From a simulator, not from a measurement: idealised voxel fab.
You're looking at the process module voxel transistor to metal.
Square cell edge 5 nm, section width 180 nm, ID cut.
Cross-section layout: square cells on a grid; listed as bands, top to bottom; a band spans one or more cell rows.
Heights first: top, then bottom, in nm. Then materials, left to right, each with a width in nm. "all across" on a single material: fills the band edge to edge. "empty": empty space.
It should be noted that heights are counted from 0, beneath which the wafer as supplied is of one material throughout, and that the lowest band possesses no lower boundary but continues downward, as written in "top 0, no bottom".
A width such as "30 to 40" changes by the same amount from each row of cells to the next, from the band's top row to its bottom row.
"no change", as given for a step, is the statement that not any cell of the cross-section underwent a change during that step.
Basically, "Unvented internal voids" tells you about the enclosed voids: empty spaces with no open way to the top, 8 cells or bigger, each written width x height at distance, where distance is from the left edge, all in nm.
Post-settings text on a step line: simulator's own remark regarding the step.
"overlay nm" denotes, for a step that has a mask, the displacement of the mask to the right of its planned place, with negative values corresponding to the left.

# These are the steps we planned for the process
1: RECEIVE (material Si)
2: CONFORMAL_DEP (material SiO2; thk nm 5)
3: CONFORMAL_DEP (material SiN; thk nm 10)
4: MASKED_ETCH (tone cover; mask id ACTIVE; width nm 105; etch materials SiN; depth nm 10; overlay nm 0)
5: MASKED_ETCH (tone cover; mask id ACTIVE; width nm 105; etch materials SiO2; depth nm 5; overlay nm 0)
6: MASKED_ETCH (tone cover; mask id ACTIVE; width nm 105; etch materials Si; depth nm 35; overlay nm 0)
7: FILL_DEP (material SiO2; thk nm 15)
8: CMP (height nm 15)
9: SELECTIVE_ETCH (etch materials SiO2; depth nm 5)
10: STRIP (etch materials SiN)
11: SELECTIVE_ETCH (etch materials SiO2; depth nm 5)
12: OXIDIZE (depth nm 5)
13: DIRECTIONAL_DEP (material polySi; thk nm 20)
14: DIRECTIONAL_DEP (material SiCN; thk nm 10)
15: MASKED_ETCH (tone cover; mask id GATE; width nm 25; etch materials SiCN; depth nm 20; overlay nm 0)
16: MASKED_ETCH (tone cover; mask id GATE; width nm 25; etch materials polySi; depth nm 30; overlay nm 0)
17: CONFORMAL_DEP (material SiN; thk nm 10)
18: DIRECTIONAL_ETCH (etch materials SiN; depth nm 10)
19: DIRECTIONAL_ETCH (etch materials SiO2; depth nm 5)
20: DIRECTIONAL_ETCH (etch materials Si; depth nm 10)
21: EPI (material nSi; thk nm 10)
22: FILL_DEP (material SiO2; thk nm 5)
23: CMP (height nm 30)
24: DIRECTIONAL_DEP (material SiO2; thk nm 15)
25: PATTERN (tone open; mask id CONTACT; material resist; width nm 30; pitch nm 65; thk nm 15; overlay nm 0)
26: DIRECTIONAL_ETCH (etch materials SiO2; depth nm 50)
27: STRIP (etch materials resist)
28: CONFORMAL_DEP (material TiN; thk nm 5)
29: FILL_DEP (material W; thk nm 5)
30: CMP (height nm 45)
31: CONFORMAL_DEP (material SiCN; thk nm 5)
32: DIRECTIONAL_DEP (material lowk; thk nm 25)
33: PATTERN (tone open; mask id METAL_1; material resist; width nm 15; pitch nm 80; thk nm 20; overlay nm 0)
34: DIRECTIONAL_ETCH (etch materials lowk; depth nm 25)
35: DIRECTIONAL_ETCH (etch materials SiCN; depth nm 5)
36: STRIP (etch materials resist)
37: CONFORMAL_DEP (material TiN; thk nm 5)
38: FILL_DEP (material W; thk nm 10)
39: CMP (height nm 75)
40: CONFORMAL_DEP (material SiCN; thk nm 5)
41: DIRECTIONAL_DEP (material SiO2; thk nm 35)
42: MASKED_ETCH (tone open; mask id METAL_2; width nm 15; pitch nm 80; etch materials SiO2; depth nm 20; overlay nm 0)
43: DIRECTIONAL_DEP (material aC; thk nm 10)
44: PATTERN (tone open; mask id METAL_2_HOLES; material resist; width nm 15; pitch nm 80; thk nm 25; overlay nm 0)
45: DIRECTIONAL_ETCH (etch materials aC; depth nm 10)
46: STRIP (etch materials resist)
47: DIRECTIONAL_ETCH (etch materials SiO2; depth nm 15)
48: DIRECTIONAL_ETCH (etch materials SiCN; depth nm 5)
49: STRIP (etch materials aC)
50: CONFORMAL_DEP (material TiN; thk nm 5)
51: FILL_DEP (material Cu; thk nm 10)
52: CMP (height nm 115)
53: CONFORMAL_DEP (material SiCN; thk nm 5)

# Cross-section of the wafer as it came to us, i.e., already through step 1
    top 0, no bottom  Si all across
    Unvented internal voids: none

# Cross-section, first of two wafers, end of module, run as planned
    top 120, bottom 115  SiCN all across
    top 115, bottom 80  40 SiO2  5 TiN  5 Cu  5 TiN  65 SiO2  5 TiN  5 Cu  5 TiN  45 SiO2
    top 80, bottom 75  40 SiCN  15 TiN  65 SiCN  15 TiN  45 SiCN
    top 75, bottom 50  40 lowk  5 TiN  5 W  5 TiN  65 lowk  5 TiN  5 W  5 TiN  45 lowk
    top 50, bottom 45  40 SiCN  15 TiN  65 SiCN  15 TiN  45 SiCN
    top 45, bottom 35  40 SiO2  5 TiN  20 W  5 TiN  35 SiO2  5 TiN  20 W  5 TiN  45 SiO2
    top 35, bottom 30  40 SiO2  5 TiN  15 W  10 TiN  35 SiO2  10 TiN  15 W  5 TiN  45 SiO2
    top 30, bottom 20  40 SiO2  5 TiN  15 W  5 TiN  10 SiN  25 SiCN  10 SiN  5 TiN  15 W  5 TiN  45 SiO2
    top 20, bottom 10  40 SiO2  5 TiN  15 W  5 TiN  10 SiN  25 polySi  10 SiN  5 TiN  15 W  5 TiN  45 SiO2
    top 10, bottom 5  40 SiO2  25 TiN  10 SiN  25 polySi  10 SiN  25 TiN  45 SiO2
    top 5, bottom 0  30 SiO2  10 SiN  10 nSi  5 TiN  10 nSi  10 SiN  25 polySi  10 SiN  10 nSi  5 TiN  10 nSi  10 SiN  35 SiO2
    top 0, bottom -5  40 SiO2  10 nSi  5 TiN  10 nSi  45 SiO2  10 nSi  5 TiN  10 nSi  45 SiO2
    top -5, bottom -15  35 SiO2  5 Si  25 nSi  45 Si  25 nSi  5 Si  40 SiO2
    top -15, bottom -35  35 SiO2  105 Si  40 SiO2
    top -35, no bottom  Si all across
    Unvented internal voids: none

# Second wafer cross-section at end of module - shared start and plan with the first, one mistake in the run
    top 120, bottom 115  SiCN all across
    top 115, bottom 80  40 SiO2  5 TiN  5 Cu  5 TiN  65 SiO2  5 TiN  5 Cu  5 TiN  45 SiO2
    top 80, bottom 75  40 SiCN  15 TiN  65 SiCN  15 TiN  45 SiCN
    top 75, bottom 50  40 lowk  5 TiN  5 W  5 TiN  65 lowk  5 TiN  5 W  5 TiN  45 lowk
    top 50, bottom 45  40 SiCN  15 TiN  65 SiCN  15 TiN  45 SiCN
    top 45, bottom 35  40 SiO2  5 TiN  20 W  5 TiN  35 SiO2  5 TiN  20 W  5 TiN  45 SiO2
    top 35, bottom 30  40 SiO2  5 TiN  15 W  10 TiN  35 SiO2  10 TiN  15 W  5 TiN  45 SiO2
    top 30, bottom 20  40 SiO2  5 TiN  15 W  5 TiN  10 SiN  25 SiCN  10 SiN  5 TiN  15 W  5 TiN  45 SiO2
    top 20, bottom 10  40 SiO2  5 TiN  15 W  5 TiN  10 SiN  25 polySi  10 SiN  5 TiN  15 W  5 TiN  45 SiO2
    top 10, bottom 5  40 SiO2  25 TiN  10 SiN  25 polySi  10 SiN  25 TiN  45 SiO2
    top 5, bottom 0  30 SiO2  10 SiN  10 nSi  5 TiN  10 nSi  10 SiN  25 polySi  10 SiN  10 nSi  5 TiN  10 nSi  10 SiN  35 SiO2
    top 0, bottom -5  40 SiO2  25 nSi  45 SiO2  25 nSi  45 SiO2
    top -5, bottom -10  35 SiO2  5 Si  25 nSi  45 Si  25 nSi  5 Si  40 SiO2
    top -10, bottom -35  35 SiO2  105 Si  40 SiO2
    top -35, no bottom  Si all across
    Unvented internal voids: none
what went wrong: step 20: run off-plan, actual operation and settings DIRECTIONAL_ETCH (etch materials Si; depth nm 5)
FYI, end of process, the second wafer has more or fewer cells of some materials than the first: Si +10, TiN -2, nSi -8
